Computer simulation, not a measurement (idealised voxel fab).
This section sets out a process module, namely voxel wiring stack.
Square cells of 5 nm make up the cross-section cut, whose width is 205 nm.
This document writes a cross-section as a grid whose cells are square, and gives it as bands, listed from the top down; one or more rows of cells form a band. Band: top height; bottom height; in nm. Then, left to right: material with width in nm, for each material. "throughout": a single material spanning edge to edge. "blank": empty space. It should be noted that heights are counted from 0, beneath which the wafer as supplied is of one material throughout, and that the lowest band possesses no lower boundary but continues downward, as written in "from 0 down". Width: "30..40" (first number = top row, second number = bottom row, same change from row to row of cells). "no alteration" means the step left every cell of the cross-section as it was. Heads up: "Enclosed internal cavities" only lists the empty pockets with no open path to the top that are 8 cells or more, and it writes them as width x height at distance, distance from the left edge, in nm. Note: text after step settings on the step line = simulator remark on that step. The line of a step may include "overlay nm". On a step with a mask, this value is how far to the right of its planned place the mask lay. A negative value means the mask lay to the left.

# Process steps (planned)
1: RECEIVE: material Si
2: CONFORMAL_DEP: material SiO2, thk nm 15
3: DIRECTIONAL_DEP: material TiN, thk nm 5
4: DIRECTIONAL_DEP: material W, thk nm 15
5: MASKED_ETCH: tone cover, mask id METAL_1, width nm 30, pitch nm 60, etch materials W, depth nm 15, overlay nm 0
6: MASKED_ETCH: tone cover, mask id METAL_1, width nm 30, pitch nm 60, etch materials TiN, depth nm 5, overlay nm 0
7: CONFORMAL_DEP: material SiN, thk nm 5
8: FILL_DEP: material lowk, thk nm 10
9: CMP: height nm 35
10: CONFORMAL_DEP: material SiCN, thk nm 5
11: DIRECTIONAL_DEP: material SiO2, thk nm 20
12: DIRECTIONAL_DEP: material aC, thk nm 10
13: PATTERN: tone open, mask id PLUG_1, material resist, width nm 15, pitch nm 60, thk nm 25, overlay nm 0
14: DIRECTIONAL_ETCH: etch materials aC, depth nm 10
15: STRIP: etch materials resist
16: DIRECTIONAL_ETCH: etch materials SiO2, depth nm 20
17: DIRECTIONAL_ETCH: etch materials SiCN, depth nm 5
18: STRIP: etch materials aC
19: EPI: material Ru, thk nm 10
20: EPI: material Ru, thk nm 10
21: EPI: material Ru, thk nm 5
22: DIRECTIONAL_DEP: material TiN, thk nm 5
23: DIRECTIONAL_DEP: material Ru, thk nm 15
24: PATTERN: tone cover, mask id METAL_2, material resist, width nm 30, pitch nm 60, thk nm 20, overlay nm 0
25: DIRECTIONAL_ETCH: etch materials Ru, depth nm 15
26: DIRECTIONAL_ETCH: etch materials TiN, depth nm 5
27: STRIP: etch materials resist
28: CONFORMAL_DEP: material SiCN, thk nm 5
29: FILL_DEP: material lowk, thk nm 5
30: CMP: height nm 80
31: CONFORMAL_DEP: material SiCN, thk nm 5

# Received-state cross-section, reflecting completion of step 1
    from 0 down = Si throughout
    Enclosed internal cavities: none

# Looking at the first of two wafers in cross-section at end of module - ran to plan
    from 85 to 80 = SiCN throughout
    from 80 to 65 = lowk 20  SiCN 5  Ru 30  SiCN 5  lowk 20  SiCN 5  Ru 30  SiCN 5  lowk 20  SiCN 5  Ru 30  SiCN 5  lowk 25
    from 65 to 60 = SiCN 25  TiN 30  SiCN 30  TiN 30  SiCN 30  TiN 30  SiCN 30
    from 60 to 40 = SiO2 25  Ru 15  SiO2 45  Ru 15  SiO2 45  Ru 15  SiO2 45
    from 40 to 35 = SiCN 25  Ru 15  SiCN 45  Ru 15  SiCN 45  Ru 15  SiCN 45
    from 35 to 20 = lowk 20  SiN 5  W 30  SiN 5  lowk 20  SiN 5  W 30  SiN 5  lowk 20  SiN 5  W 30  SiN 5  lowk 25
    from 20 to 15 = SiN 25  TiN 30  SiN 30  TiN 30  SiN 30  TiN 30  SiN 30
    from 15 to 0 = SiO2 throughout
    from 0 down = Si throughout
    Enclosed internal cavities: none

# Here's the second of our two wafers sectioned at module end. Same start as the first, same plan, but one mistake got made running it
    from 85 to 80 = SiCN throughout
    from 80 to 65 = lowk 25  SiCN 5  Ru 25  SiCN 5  lowk 25  SiCN 5  Ru 25  SiCN 5  lowk 25  SiCN 5  Ru 25  SiCN 5  lowk 25
    from 65 to 60 = SiCN 30  TiN 25  SiCN 35  TiN 25  SiCN 35  TiN 25  SiCN 30
    from 60 to 40 = SiO2 25  Ru 15  SiO2 45  Ru 15  SiO2 45  Ru 15  SiO2 45
    from 40 to 35 = SiCN 25  Ru 15  SiCN 45  Ru 15  SiCN 45  Ru 15  SiCN 45
    from 35 to 20 = lowk 20  SiN 5  W 30  SiN 5  lowk 20  SiN 5  W 30  SiN 5  lowk 20  SiN 5  W 30  SiN 5  lowk 25
    from 20 to 15 = SiN 25  TiN 30  SiN 30  TiN 30  SiN 30  TiN 30  SiN 30
    from 15 to 0 = SiO2 throughout
    from 0 down = Si throughout
    Enclosed internal cavities: none
Where did the run depart from the plan? note that step 24 departed from the planned setting and was carried out as PATTERN: tone cover, mask id METAL_2, material resist, width nm 25, pitch nm 60, thk nm 20, overlay nm 0
Final cells, second wafer relative to first, materials higher or lower: -9 Ru, +3 SiCN, -3 TiN, +9 lowk
